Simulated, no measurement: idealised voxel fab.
Title: Process Module voxel gate over fins
FYI the section here is cut, 235 nm wide, cells are 5 nm squares.
We lay out every cross-section as a grid of square cells and spell it out in bands from the top down, where one band means one or more rows of cells.
Within each band entry, the heights of the top and of the bottom of the band appear first, in that order and in nm; the materials of the band then follow from left to right, each with its corresponding width in nm. The designation "full width" on a single material indicates that it fills the band from edge to edge; the designation "empty" indicates empty space.
Measure heights from 0. That's the level where, below it, the as-received wafer is all one material. The lowest band is bottomless and extends downward; write it as in "top 0, no bottom".
A two-number width, for instance "30..40", indicates that the width is equal to the first number in the top row of the band and to the second number in the bottom row, and that it changes by a constant amount per row of cells.
It should be understood that the words "no modification", when stated for a given step, signify that the cross-section underwent no change in any of its cells during that step.
In the "Entrapped void list" entry, you get each enclosed empty space of 8 cells or more, one with no open way to the top, written width x height at distance, distance from the left edge, in nm.
after a step's settings: what the simulator itself notes on the step
overlay nm: how far to the right of its planned place the mask lay on this masked step (negative: to the left).

THESE ARE THE STEPS WE PLANNED FOR THE PROCESS
1 RECEIVE (material Si)
2 CONFORMAL_DEP (material SiN; thk nm 5)
3 PATTERN (tone cover; mask id FINS; material resist; width nm 15; pitch nm 35; thk nm 15; overlay nm 0)
4 DIRECTIONAL_ETCH (etch materials SiN; depth nm 5)
5 DIRECTIONAL_ETCH (etch materials Si; depth nm 35)
6 STRIP (etch materials resist)
7 FILL_DEP (material SiO2; thk nm 5)
8 CMP (height nm 5)
9 SELECTIVE_ETCH (etch materials SiO2; depth nm 15)
10 STRIP (etch materials SiN)
11 CONFORMAL_DEP (material HfO2; thk nm 5)
12 CONFORMAL_DEP (material TiN; thk nm 5)
13 FILL_DEP (material W; thk nm 10)
14 CMP (height nm 15)
15 CONFORMAL_DEP (material SiN; thk nm 5)

AS RECEIVED (POST STEP 1): CROSS-SECTION
* top 0, no bottom: Si full width
* Entrapped void list: none

FIGURE: CROSS-SECTIONAL VIEW OF THE WAFER UPON COMPLETION OF THE MODULE, PROCESSED FROM THE INITIAL STATE AND ACCORDING TO THE PLAN DEPICTED ABOVE, WITH ONE ERROR INTRODUCED DURING EXECUTION
* top 20, bottom 15: SiN full width
* top 15, bottom 10: W full width
* top 10, bottom 5: 65 W | 105 HfO2 | 65 W
* top 5, bottom 0: 65 W | 5 HfO2 | 25 TiN | 10 HfO2 | 25 TiN | 10 HfO2 | 25 TiN | 5 HfO2 | 65 W
* top 0, bottom -5: 70 HfO2 | 5 TiN | 15 Si | 5 TiN | 10 HfO2 | 5 TiN | 15 Si | 5 TiN | 10 HfO2 | 5 TiN | 15 Si | 5 TiN | 70 HfO2
* top -5, bottom -10: 75 TiN | 15 Si | 20 TiN | 15 Si | 20 TiN | 15 Si | 75 TiN
* top -10, bottom -35: 75 SiO2 | 15 Si | 20 SiO2 | 15 Si | 20 SiO2 | 15 Si | 75 SiO2
* top -35, no bottom: Si full width
* Entrapped void list: none
What was done differently from what was planned? swap of plan steps 11 and 12 during execution
